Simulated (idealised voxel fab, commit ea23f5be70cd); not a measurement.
Process module name: voxel spacer lines
The width of the displayed cross-section, cut, is 265 nm; its cells are square, with a size of 5 nm.
Cross-section format: a grid of square cells, given as bands from top to bottom; each band is one or more rows of cells. This entry defines a band. It first specifies the height of the band's top and the height of its bottom in nm, and then specifies the band's materials from left to right, stating each material with its width in nm. The word "throughout" identifies a single material that fills the band from edge to edge, while the word "air" identifies empty space. Height 0 is the level under which the wafer as received is all one material. The lowest band goes on downwards, as in "0 down". The notation "30 to 40" denotes a width that varies across the rows of cells in the band, beginning at the first number in the top row, finishing at the second number in the bottom row, and changing by an identical amount from each row to the next. "same as before" (step): cross-section cells unchanged, all of them. "Closed void entries" contains a list of empty spaces, each no smaller than 8 cells and without an open way to the top, written in the form width x height at distance with the distance from the left edge and all three in nm. On each step's line, the part that comes after the settings is the simulator's own comment on the step. overlay nm: where the mask lay relative to plan, measured to the right, on steps with a mask; negatives go left.
## plan
| 1 | RECEIVE with material Si |
| 2 | CONFORMAL_DEP with material Al2O3, thk nm 10 |
| 3 | DIRECTIONAL_DEP with material TiN, thk nm 10 |
| 4 | DIRECTIONAL_DEP with material aC, thk nm 25 |
| 5 | PATTERN with tone cover, mask id MANDREL, material resist, width nm 20, pitch nm 70, thk nm 35, overlay nm 0 |
| 6 | DIRECTIONAL_ETCH with etch materials aC, depth nm 25 |
| 7 | STRIP with etch materials resist |
| 8 | CONFORMAL_DEP with material SiO2, thk nm 15 |
| 9 | DIRECTIONAL_ETCH with etch materials SiO2, depth nm 15 |
| 10 | STRIP with etch materials aC |
| 11 | DIRECTIONAL_ETCH with etch materials TiN, depth nm 10 |
| 12 | STRIP with etch materials SiO2 |
## What follows covers the first of two wafers; it ran as planned
## So this is the incoming wafer in cross-section - it's already been through step 1
> 0 down: Si throughout
> Closed void entries: none
## Cross-section of the wafer subsequent to step 2
> 10 to 0: Al2O3 throughout
> No changes below 0.
## Cross-section of the wafer subsequent to step 3
> 20 to 10: TiN throughout
> No changes below 10.
## Cross-section of the wafer subsequent to step 4
> 45 to 20: aC throughout
> No changes below 20.
## Cross-section of the wafer subsequent to step 5
> 80 to 45: air 50 nm | resist 20 nm | air 50 nm | resist 20 nm | air 50 nm | resist 20 nm | air 55 nm
> No changes below 45.
## Cross-section of the wafer subsequent to step 6
> 55 to 45: air 50 nm | resist 20 nm | air 50 nm | resist 20 nm | air 50 nm | resist 20 nm | air 55 nm
> 45 to 20: air 50 nm | aC 20 nm | air 50 nm | aC 20 nm | air 50 nm | aC 20 nm | air 55 nm
> No changes below 20.
## Cross-section of the wafer subsequent to step 7
> 45 to 20: air 50 nm | aC 20 nm | air 50 nm | aC 20 nm | air 50 nm | aC 20 nm | air 55 nm
> No changes below 20.
## Cross-section of the wafer subsequent to step 8
> 60 to 45: air 35 nm | SiO2 50 nm | air 20 nm | SiO2 50 nm | air 20 nm | SiO2 50 nm | air 40 nm
> 45 to 35: air 35 nm | SiO2 15 nm | aC 20 nm | SiO2 15 nm | air 20 nm | SiO2 15 nm | aC 20 nm | SiO2 15 nm | air 20 nm | SiO2 15 nm | aC 20 nm | SiO2 15 nm | air 40 nm
> 35 to 20: SiO2 50 nm | aC 20 nm | SiO2 50 nm | aC 20 nm | SiO2 50 nm | aC 20 nm | SiO2 55 nm
> No changes below 20.
## Cross-section of the wafer subsequent to step 9
> 45 to 20: air 35 nm | SiO2 15 nm | aC 20 nm | SiO2 15 nm | air 20 nm | SiO2 15 nm | aC 20 nm | SiO2 15 nm | air 20 nm | SiO2 15 nm | aC 20 nm | SiO2 15 nm | air 40 nm
> No changes below 20.
## Cross-section of the wafer subsequent to step 10
> 45 to 20: air 35 nm | SiO2 15 nm | air 20 nm | SiO2 15 nm | air 20 nm | SiO2 15 nm | air 20 nm | SiO2 15 nm | air 20 nm | SiO2 15 nm | air 20 nm | SiO2 15 nm | air 40 nm
> No changes below 20.
## Cross-section of the wafer subsequent to step 11
> 45 to 20: air 35 nm | SiO2 15 nm | air 20 nm | SiO2 15 nm | air 20 nm | SiO2 15 nm | air 20 nm | SiO2 15 nm | air 20 nm | SiO2 15 nm | air 20 nm | SiO2 15 nm | air 40 nm
> 20 to 10: air 35 nm | TiN 15 nm | air 20 nm | TiN 15 nm | air 20 nm | TiN 15 nm | air 20 nm | TiN 15 nm | air 20 nm | TiN 15 nm | air 20 nm | TiN 15 nm | air 40 nm
> No changes below 10.
## Cross-section of the wafer subsequent to step 12
> 20 to 10: air 35 nm | TiN 15 nm | air 20 nm | TiN 15 nm | air 20 nm | TiN 15 nm | air 20 nm | TiN 15 nm | air 20 nm | TiN 15 nm | air 20 nm | TiN 15 nm | air 40 nm
> No changes below 10.
## Second wafer. Start and plan as for the first. One mistake made in running. Agrees with the first up to and including step 4
## Cross-section of the second wafer at the time step 5 of the plan should have ended
> 80 to 45: air 55 nm | resist 20 nm | air 50 nm | resist 20 nm | air 50 nm | resist 20 nm | air 50 nm
> No changes below 45.
## Cross-section of the second wafer at the time step 6 of the plan should have ended
> 55 to 45: air 55 nm | resist 20 nm | air 50 nm | resist 20 nm | air 50 nm | resist 20 nm | air 50 nm
> 45 to 20: air 55 nm | aC 20 nm | air 50 nm | aC 20 nm | air 50 nm | aC 20 nm | air 50 nm
> No changes below 20.
## Cross-section of the second wafer at the time step 7 of the plan should have ended
> 45 to 20: air 55 nm | aC 20 nm | air 50 nm | aC 20 nm | air 50 nm | aC 20 nm | air 50 nm
> No changes below 20.
## Cross-section of the second wafer at the time step 8 of the plan should have ended
> 60 to 45: air 40 nm | SiO2 50 nm | air 20 nm | SiO2 50 nm | air 20 nm | SiO2 50 nm | air 35 nm
> 45 to 35: air 40 nm | SiO2 15 nm | aC 20 nm | SiO2 15 nm | air 20 nm | SiO2 15 nm | aC 20 nm | SiO2 15 nm | air 20 nm | SiO2 15 nm | aC 20 nm | SiO2 15 nm | air 35 nm
> 35 to 20: SiO2 55 nm | aC 20 nm | SiO2 50 nm | aC 20 nm | SiO2 50 nm | aC 20 nm | SiO2 50 nm
> No changes below 20.
## Cross-section of the second wafer at the time step 9 of the plan should have ended
> 45 to 20: air 40 nm | SiO2 15 nm | aC 20 nm | SiO2 15 nm | air 20 nm | SiO2 15 nm | aC 20 nm | SiO2 15 nm | air 20 nm | SiO2 15 nm | aC 20 nm | SiO2 15 nm | air 35 nm
> No changes below 20.
## Cross-section of the second wafer at the time step 10 of the plan should have ended
> 45 to 20: air 40 nm | SiO2 15 nm | air 20 nm | SiO2 15 nm | air 20 nm | SiO2 15 nm | air 20 nm | SiO2 15 nm | air 20 nm | SiO2 15 nm | air 20 nm | SiO2 15 nm | air 35 nm
> No changes below 20.
## Cross-section of the second wafer at the time step 11 of the plan should have ended
> 45 to 20: air 40 nm | SiO2 15 nm | air 20 nm | SiO2 15 nm | air 20 nm | SiO2 15 nm | air 20 nm | SiO2 15 nm | air 20 nm | SiO2 15 nm | air 20 nm | SiO2 15 nm | air 35 nm
> 20 to 10: air 40 nm | TiN 15 nm | air 20 nm | TiN 15 nm | air 20 nm | TiN 15 nm | air 20 nm | TiN 15 nm | air 20 nm | TiN 15 nm | air 20 nm | TiN 15 nm | air 35 nm
> No changes below 10.
## Cross-section of the second wafer at the time step 12 of the plan should have ended
> 20 to 10: air 40 nm | TiN 15 nm | air 20 nm | TiN 15 nm | air 20 nm | TiN 15 nm | air 20 nm | TiN 15 nm | air 20 nm | TiN 15 nm | air 20 nm | TiN 15 nm | air 35 nm
> No changes below 10.
Deviation from plan: step 5 deviated from plan and actually ran as PATTERN with tone cover, mask id MANDREL, material resist, width nm 20, pitch nm 70, thk nm 35, overlay nm 5
Upon completion, the cell count for each material on the second wafer equals that on the first, whereas the spatial distribution of those cells differs.
